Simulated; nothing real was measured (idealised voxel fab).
The following is a process module called voxel plated lines.
The figure presents cross-section cut, which has a width of 245 nm and is divided into square cells with an edge length of 5 nm.
Reading order for cross-sections: top band down to bottom band. Underlying form: a grid of square cells. Band size: one or more rows of cells.
It is stipulated that each band's entry specify, in nanometres, the height of the top of the band and then that of its bottom, followed by the materials of the band in left-to-right sequence, each together with its width in nanometres. A single material marked by the word "all across" is understood to fill the band from edge to edge; the word "blank" is understood to denote empty space.
Note: height 0 marks the level under which the wafer is uniformly one material as received. Lowest band unbounded below, written "top 0, no bottom".
Read "30..40" as a graded width: first number on top, second number at the bottom, same change between each pair of neighbouring rows.
A step reported as "nothing got changed" is a step in which no cell of the cross-section changed.
This entry, "Enclosed internal voids", enumerates those empty regions of no fewer than 8 cells that possess no open connection to the top. Each region is reported in the form width x height at distance, the distance being taken from the left edge, with all three quantities expressed in nm.
Step line, after settings: the simulator's comment on this step.
The optional step-line setting "overlay nm" applies to steps with a mask and quantifies how far to the right of its planned location the mask lay, a negative value indicating leftward placement.

Steps planned for the process:
step 1: RECEIVE [material Si]
step 2: CONFORMAL_DEP [material SiN] [thk nm 10]
step 3: DIRECTIONAL_DEP [material TiN] [thk nm 5]
step 4: PATTERN [tone open] [mask id LINES] [material resist] [width nm 30] [pitch nm 55] [thk nm 35] [overlay nm 0]
step 5: EPI [material Ru] [thk nm 10]
step 6: EPI [material Ru] [thk nm 5]
step 7: EPI [material Ru] [thk nm 5]
step 8: STRIP [etch materials resist]
step 9: DIRECTIONAL_ETCH [etch materials TiN] [depth nm 5]
step 10: CONFORMAL_DEP [material SiO2] [thk nm 5]

The first of a set of two wafers, run to plan:

Incoming wafer in cross-section (state: after step 1):
  top 0, no bottom  Si all across
  Enclosed internal voids: none

After step 2: wafer cross-section:
  top 10, bottom 0  SiN all across
  Heights below 0 show no change.

After step 3: wafer cross-section:
  top 15, bottom 10  TiN all across
  Heights below 10 show no change.

After step 4: wafer cross-section:
  top 50, bottom 15  25 of resist / 30 of blank / 25 of resist / 30 of blank / 25 of resist / 30 of blank / 25 of resist / 30 of blank / 25 of resist
  Heights below 15 show no change.

After step 5: wafer cross-section:
  top 50, bottom 25  25 of resist / 30 of blank / 25 of resist / 30 of blank / 25 of resist / 30 of blank / 25 of resist / 30 of blank / 25 of resist
  top 25, bottom 15  25 of resist / 30 of Ru / 25 of resist / 30 of Ru / 25 of resist / 30 of Ru / 25 of resist / 30 of Ru / 25 of resist
  Heights below 15 show no change.

After step 6: wafer cross-section:
  top 50, bottom 30  25 of resist / 30 of blank / 25 of resist / 30 of blank / 25 of resist / 30 of blank / 25 of resist / 30 of blank / 25 of resist
  top 30, bottom 15  25 of resist / 30 of Ru / 25 of resist / 30 of Ru / 25 of resist / 30 of Ru / 25 of resist / 30 of Ru / 25 of resist
  Heights below 15 show no change.

After step 7: wafer cross-section:
  top 50, bottom 35  25 of resist / 30 of blank / 25 of resist / 30 of blank / 25 of resist / 30 of blank / 25 of resist / 30 of blank / 25 of resist
  top 35, bottom 15  25 of resist / 30 of Ru / 25 of resist / 30 of Ru / 25 of resist / 30 of Ru / 25 of resist / 30 of Ru / 25 of resist
  Heights below 15 show no change.

After step 8: wafer cross-section:
  top 35, bottom 15  25 of blank / 30 of Ru / 25 of blank / 30 of Ru / 25 of blank / 30 of Ru / 25 of blank / 30 of Ru / 25 of blank
  Heights below 15 show no change.

After step 9: wafer cross-section:
  top 35, bottom 15  25 of blank / 30 of Ru / 25 of blank / 30 of Ru / 25 of blank / 30 of Ru / 25 of blank / 30 of Ru / 25 of blank
  top 15, bottom 10  25 of blank / 30 of TiN / 25 of blank / 30 of TiN / 25 of blank / 30 of TiN / 25 of blank / 30 of TiN / 25 of blank
  Heights below 10 show no change.

After step 10: wafer cross-section:
  top 40, bottom 35  20 of blank / 40 of SiO2 / 15 of blank / 40 of SiO2 / 15 of blank / 40 of SiO2 / 15 of blank / 40 of SiO2 / 20 of blank
  top 35, bottom 15  20 of blank / 5 of SiO2 / 30 of Ru / 5 of SiO2 / 15 of blank / 5 of SiO2 / 30 of Ru / 5 of SiO2 / 15 of blank / 5 of SiO2 / 30 of Ru / 5 of SiO2 / 15 of blank / 5 of SiO2 / 30 of Ru / 5 of SiO2 / 20 of blank
  top 15, bottom 10  25 of SiO2 / 30 of TiN / 25 of SiO2 / 30 of TiN / 25 of SiO2 / 30 of TiN / 25 of SiO2 / 30 of TiN / 25 of SiO2
  Heights below 10 show no change.

Second of two: same start, same plan, one run error; steps up to and including 3 match the first:

Cross-section of the second wafer when, according to plan, step 4 should have finished:
  top 50, bottom 15  20 of resist / 40 of blank / 15 of resist / 40 of blank / 15 of resist / 40 of blank / 15 of resist / 40 of blank / 20 of resist
  Heights below 15 show no change.

Cross-section of the second wafer when, according to plan, step 5 should have finished:
  top 50, bottom 25  20 of resist / 40 of blank / 15 of resist / 40 of blank / 15 of resist / 40 of blank / 15 of resist / 40 of blank / 20 of resist
  top 25, bottom 15  20 of resist / 40 of Ru / 15 of resist / 40 of Ru / 15 of resist / 40 of Ru / 15 of resist / 40 of Ru / 20 of resist
  Heights below 15 show no change.

Cross-section of the second wafer when, according to plan, step 6 should have finished:
  top 50, bottom 30  20 of resist / 40 of blank / 15 of resist / 40 of blank / 15 of resist / 40 of blank / 15 of resist / 40 of blank / 20 of resist
  top 30, bottom 15  20 of resist / 40 of Ru / 15 of resist / 40 of Ru / 15 of resist / 40 of Ru / 15 of resist / 40 of Ru / 20 of resist
  Heights below 15 show no change.

Cross-section of the second wafer when, according to plan, step 7 should have finished:
  top 50, bottom 35  20 of resist / 40 of blank / 15 of resist / 40 of blank / 15 of resist / 40 of blank / 15 of resist / 40 of blank / 20 of resist
  top 35, bottom 15  20 of resist / 40 of Ru / 15 of resist / 40 of Ru / 15 of resist / 40 of Ru / 15 of resist / 40 of Ru / 20 of resist
  Heights below 15 show no change.

Cross-section of the second wafer when, according to plan, step 8 should have finished:
  top 35, bottom 15  20 of blank / 40 of Ru / 15 of blank / 40 of Ru / 15 of blank / 40 of Ru / 15 of blank / 40 of Ru / 20 of blank
  Heights below 15 show no change.

Cross-section of the second wafer when, according to plan, step 9 should have finished:
  top 35, bottom 15  20 of blank / 40 of Ru / 15 of blank / 40 of Ru / 15 of blank / 40 of Ru / 15 of blank / 40 of Ru / 20 of blank
  top 15, bottom 10  20 of blank / 40 of TiN / 15 of blank / 40 of TiN / 15 of blank / 40 of TiN / 15 of blank / 40 of TiN / 20 of blank
  Heights below 10 show no change.

Cross-section of the second wafer when, according to plan, step 10 should have finished:
  top 40, bottom 35  15 of blank / 50 of SiO2 / 5 of blank / 50 of SiO2 / 5 of blank / 50 of SiO2 / 5 of blank / 50 of SiO2 / 15 of blank
  top 35, bottom 15  15 of blank / 5 of SiO2 / 40 of Ru / 5 of SiO2 / 5 of blank / 5 of SiO2 / 40 of Ru / 5 of SiO2 / 5 of blank / 5 of SiO2 / 40 of Ru / 5 of SiO2 / 5 of blank / 5 of SiO2 / 40 of Ru / 5 of SiO2 / 15 of blank
  top 15, bottom 10  20 of SiO2 / 40 of TiN / 15 of SiO2 / 40 of TiN / 15 of SiO2 / 40 of TiN / 15 of SiO2 / 40 of TiN / 20 of SiO2
  Heights below 10 show no change.
In executing the process, a mistake was made relative to the plan: step 4 off recipe, ran as PATTERN [tone open] [mask id LINES] [material resist] [width nm 40] [pitch nm 55] [thk nm 35] [overlay nm 0]
The final cell counts differ between the wafers, with the second having more or fewer of some materials than the first: +32 Ru, +8 TiN
